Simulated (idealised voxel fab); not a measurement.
Module name: voxel wiring stack (process module)
Section cut is 210 nm wide and gridded with 5 nm square cells.
Square cells in a grid make up a cross-section in this document, and the grid is given as bands, listed from the top down, each one or more rows of cells.
Quick guide to a band line: top height, bottom height (nm) up front; then every material left to right with its width in nm. Only one material and it's marked "all across"? Then it fills the band edge to edge. And "air" just means empty space.
The reference from which all heights are counted is 0, the level beneath which the as-received wafer is entirely one material; the lowest band, having no lower bound, proceeds downward and is written after the example "0..down".
Read "30..40" as a graded width: first number on top, second number at the bottom, same change between each pair of neighbouring rows.
Where the words "nothing different" appear for a step, the cross-section shows no cell changed by that step; every cell remained as before.
Any empty space of 8 cells or more lacking an open way to the top shows up in "Enclosed void catalog" as width x height at distance, distance from the left edge, in nm.
The remark found on a step's line after its settings is issued by the simulator itself and pertains to that step.
Each step line may optionally specify "overlay nm", which for a step with a mask gives the rightward distance between the mask's planned place and where it lay, a negative value indicating the leftward direction.

[Planned process steps]
| 1 | RECEIVE | material Si |
| 2 | CONFORMAL_DEP | material SiO2 | thk nm 15 |
| 3 | DIRECTIONAL_DEP | material TiN | thk nm 5 |
| 4 | DIRECTIONAL_DEP | material Ru | thk nm 25 |
| 5 | DIRECTIONAL_DEP | material aC | thk nm 15 |
| 6 | PATTERN | tone cover | mask id METAL_1 | material resist | width nm 30 | pitch nm 55 | thk nm 35 | overlay nm 0 |
| 7 | DIRECTIONAL_ETCH | etch materials aC | depth nm 15 |
| 8 | STRIP | etch materials resist |
| 9 | DIRECTIONAL_ETCH | etch materials Ru | depth nm 25 |
| 10 | DIRECTIONAL_ETCH | etch materials TiN | depth nm 5 |
| 11 | STRIP | etch materials aC |
| 12 | CONFORMAL_DEP | material SiN | thk nm 5 |
| 13 | FILL_DEP | material SiO2 | thk nm 5 |
| 14 | CMP | height nm 45 |
| 15 | CONFORMAL_DEP | material SiCN | thk nm 5 |
| 16 | DIRECTIONAL_DEP | material SiO2 | thk nm 35 |
| 17 | MASKED_ETCH | tone open | mask id METAL_2_HOLES | width nm 15 | pitch nm 55 | etch materials SiO2 | depth nm 35 | overlay nm 0 |
| 18 | MASKED_ETCH | tone open | mask id METAL_2 | width nm 30 | pitch nm 55 | etch materials SiO2 | depth nm 20 | overlay nm 0 |
| 19 | MASKED_ETCH | tone open | mask id METAL_2 | width nm 30 | pitch nm 55 | etch materials SiCN | depth nm 5 | overlay nm 0 |
| 20 | CONFORMAL_DEP | material TiN | thk nm 5 |
| 21 | FILL_DEP | material Ru | thk nm 5 |
| 22 | CMP | height nm 85 |
| 23 | CONFORMAL_DEP | material SiCN | thk nm 5 |
| 24 | DIRECTIONAL_DEP | material lowk | thk nm 15 |
| 25 | PATTERN | tone open | mask id PLUG_2 | material resist | width nm 15 | thk nm 20 | overlay nm 0 |
| 26 | DIRECTIONAL_ETCH | etch materials lowk | depth nm 15 |
| 27 | DIRECTIONAL_ETCH | etch materials SiCN | depth nm 5 |
| 28 | STRIP | etch materials resist |
| 29 | EPI | material Ru | thk nm 10 |
| 30 | EPI | material Ru | thk nm 10 |
| 31 | DIRECTIONAL_DEP | material TiN | thk nm 5 |
| 32 | DIRECTIONAL_DEP | material Ru | thk nm 15 |
| 33 | MASKED_ETCH | tone cover | mask id METAL_3 | width nm 30 | pitch nm 55 | etch materials Ru | depth nm 15 | overlay nm 0 |
| 34 | MASKED_ETCH | tone cover | mask id METAL_3 | width nm 30 | pitch nm 55 | etch materials TiN | depth nm 5 | overlay nm 0 |
| 35 | CONFORMAL_DEP | material SiN | thk nm 5 |
| 36 | FILL_DEP | material SiO2 | thk nm 10 |
| 37 | CMP | height nm 125 |
| 38 | CONFORMAL_DEP | material SiN | thk nm 5 |

[Cross-section, incoming material, after step 1]
    0..down | Si all across
    Enclosed void catalog: none

[Starting structure and process plan are as shown above, but one mistake was made in running the module; the wafer cross-section at the end of the module follows]
    130..125 | SiN all across
    125..110 | 55 SiO2, then 5 SiN, then 30 Ru, then 5 SiN, then 15 SiO2, then 5 SiN, then 30 Ru, then 5 SiN, then 60 SiO2
    110..105 | 60 SiN, then 30 TiN, then 25 SiN, then 30 TiN, then 65 SiN
    105..90 | 60 lowk, then 15 Ru, then 135 lowk
    90..85 | 60 SiCN, then 15 Ru, then 135 SiCN
    85..80 | 60 SiCN, then 30 TiN, then 25 SiCN, then 30 TiN, then 65 SiCN
    80..45 | SiO2 all across
    45..20 | 55 SiO2, then 5 SiN, then 30 Ru, then 5 SiN, then 15 SiO2, then 5 SiN, then 30 Ru, then 5 SiN, then 60 SiO2
    20..15 | 60 SiN, then 30 TiN, then 25 SiN, then 30 TiN, then 65 SiN
    15..0 | SiO2 all across
    0..down | Si all across
    Enclosed void catalog: none
So what did we get wrong on this run? it was found that steps 15 and 16 of the process plan had been performed in exchanged positions
